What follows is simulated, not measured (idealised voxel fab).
Process module in this document: voxel wiring stack
Section shown: cut. Width: 285 nm. Cell size: 5 nm, square.
This document writes a cross-section as a grid whose cells are square, and gives it as bands, listed from the top down; one or more rows of cells form a band.
The band entry comprises the height of the band's top followed by the height of its bottom, expressed in nm, and subsequently the band's materials from left to right, each stated together with its width in nm. Where a single material is marked with the word "all across", that material fills the band from edge to edge. The word "blank" represents empty space.
The level at which height equals 0 is the one under which the wafer, as it arrives, is entirely one material. No lower edge exists for the bottom band, which continues downward and is notated as in "0 and below".
The expression "30 to 40" gives the width at the extremes of the band, the first number at its top row of cells and the second at its bottom row, with the width changing by equal amounts from each row to the next in between.
"changes: none" for a step: no cell of the cross-section changed in that step.
Empty spaces counting at least 8 cells and having no open way to the top are listed in "Sealed void listing". The notation width x height at distance is used for each, the distance being from the left edge and all three values in nm.
Where a step's line continues beyond its settings, the continuation is a remark by the simulator itself on that step.
overlay nm: how far to the right of its planned place the mask lay on this masked step (negative: to the left).
### Process steps - plan
1,RECEIVE with material Si
2,CONFORMAL_DEP with material SiO2, thk nm 15
3,CONFORMAL_DEP with material SiN, thk nm 5
4,DIRECTIONAL_DEP with material SiO2, thk nm 20
5,DIRECTIONAL_DEP with material aC, thk nm 15
6,PATTERN with tone open, mask id METAL_1, material resist, width nm 25, pitch nm 50, thk nm 35, overlay nm 0
7,DIRECTIONAL_ETCH with etch materials aC, depth nm 15
8,STRIP with etch materials resist
9,DIRECTIONAL_ETCH with etch materials SiO2, depth nm 20
10,DIRECTIONAL_ETCH with etch materials SiN, depth nm 5
11,STRIP with etch materials aC
12,CONFORMAL_DEP with material TiN, thk nm 5
13,FILL_DEP with material W, thk nm 5
14,CMP with height nm 40
15,EPI with material Ru, thk nm 5
16,FILL_DEP with material SiCN, thk nm 5
17,DIRECTIONAL_DEP with material SiO2, thk nm 15
18,PATTERN with tone open, mask id PLUG_1, material resist, width nm 15, pitch nm 50, thk nm 20, overlay nm 0
19,DIRECTIONAL_ETCH with etch materials SiO2, depth nm 15
20,DIRECTIONAL_ETCH with etch materials SiCN, depth nm 5
21,STRIP with etch materials resist
22,CONFORMAL_DEP with material TiN, thk nm 5
23,FILL_DEP with material Ru, thk nm 10
24,CMP with height nm 65
25,CONFORMAL_DEP with material SiN, thk nm 5
26,DIRECTIONAL_DEP with material lowk, thk nm 20
27,MASKED_ETCH with tone open, mask id METAL_2, width nm 25, pitch nm 50, etch materials lowk, depth nm 20, overlay nm 0
28,MASKED_ETCH with tone open, mask id METAL_2, width nm 25, pitch nm 50, etch materials SiN, depth nm 5, overlay nm 0
29,CONFORMAL_DEP with material TiN, thk nm 5
30,FILL_DEP with material Cu, thk nm 5
31,CMP with height nm 90
32,CONFORMAL_DEP with material SiCN, thk nm 5
### as received, after step 1
    0 and below = Si all across
    Sealed void listing: none
### Module complete - cross-section of the first of two wafers, run according to plan
    95 down to 90 = SiCN all across
    90 down to 70 = lowk 80; TiN 5; Cu 15; TiN 5; lowk 25; TiN 5; Cu 15; TiN 5; lowk 25; TiN 5; Cu 15; TiN 5; lowk 80
    70 down to 65 = SiN 80; TiN 25; SiN 25; TiN 25; SiN 25; TiN 25; SiN 80
    65 down to 50 = SiO2 80; TiN 5; Ru 5; TiN 5; SiO2 35; TiN 5; Ru 5; TiN 5; SiO2 35; TiN 5; Ru 5; TiN 5; SiO2 90
    50 down to 45 = SiCN 80; TiN 15; SiCN 35; TiN 15; SiCN 35; TiN 15; SiCN 90
    45 down to 40 = SiCN 75; Ru 35; SiCN 15; Ru 35; SiCN 15; Ru 35; SiCN 75
    40 down to 20 = SiO2 80; TiN 5; W 15; TiN 5; SiO2 25; TiN 5; W 15; TiN 5; SiO2 25; TiN 5; W 15; TiN 5; SiO2 80
    20 down to 15 = SiN 80; TiN 25; SiN 25; TiN 25; SiN 25; TiN 25; SiN 80
    15 down to 0 = SiO2 all across
    0 and below = Si all across
    Sealed void listing: none
### Presented here is a cross-section of the second of the two wafers as it stood at the end of the module. It was started in the same manner and assigned the same plan as the first wafer; however, one mistake was made in its execution
    95 down to 90 = SiCN all across
    90 down to 70 = lowk 85; TiN 5; Cu 10; TiN 5; lowk 30; TiN 5; Cu 10; TiN 5; lowk 30; TiN 5; Cu 10; TiN 5; lowk 80
    70 down to 65 = SiN 85; TiN 20; SiN 30; TiN 20; SiN 30; TiN 20; SiN 80
    65 down to 50 = SiO2 80; TiN 5; Ru 5; TiN 5; SiO2 35; TiN 5; Ru 5; TiN 5; SiO2 35; TiN 5; Ru 5; TiN 5; SiO2 90
    50 down to 45 = SiCN 80; TiN 15; SiCN 35; TiN 15; SiCN 35; TiN 15; SiCN 90
    45 down to 40 = SiCN 75; Ru 35; SiCN 15; Ru 35; SiCN 15; Ru 35; SiCN 75
    40 down to 20 = SiO2 80; TiN 5; W 15; TiN 5; SiO2 25; TiN 5; W 15; TiN 5; SiO2 25; TiN 5; W 15; TiN 5; SiO2 80
    20 down to 15 = SiN 80; TiN 25; SiN 25; TiN 25; SiN 25; TiN 25; SiN 80
    15 down to 0 = SiO2 all across
    0 and below = Si all across
    Sealed void listing: none
Plan not followed: so step 27 ended up running with a different setting than we planned, it ran as MASKED_ETCH with tone open, mask id METAL_2, width nm 20, pitch nm 50, etch materials lowk, depth nm 20, overlay nm 0
The closing comparison, in cells, has the second wafer with more or fewer of some materials than the first: Cu: 12 fewer; SiN: 3 more; TiN: 3 fewer; lowk: 12 more
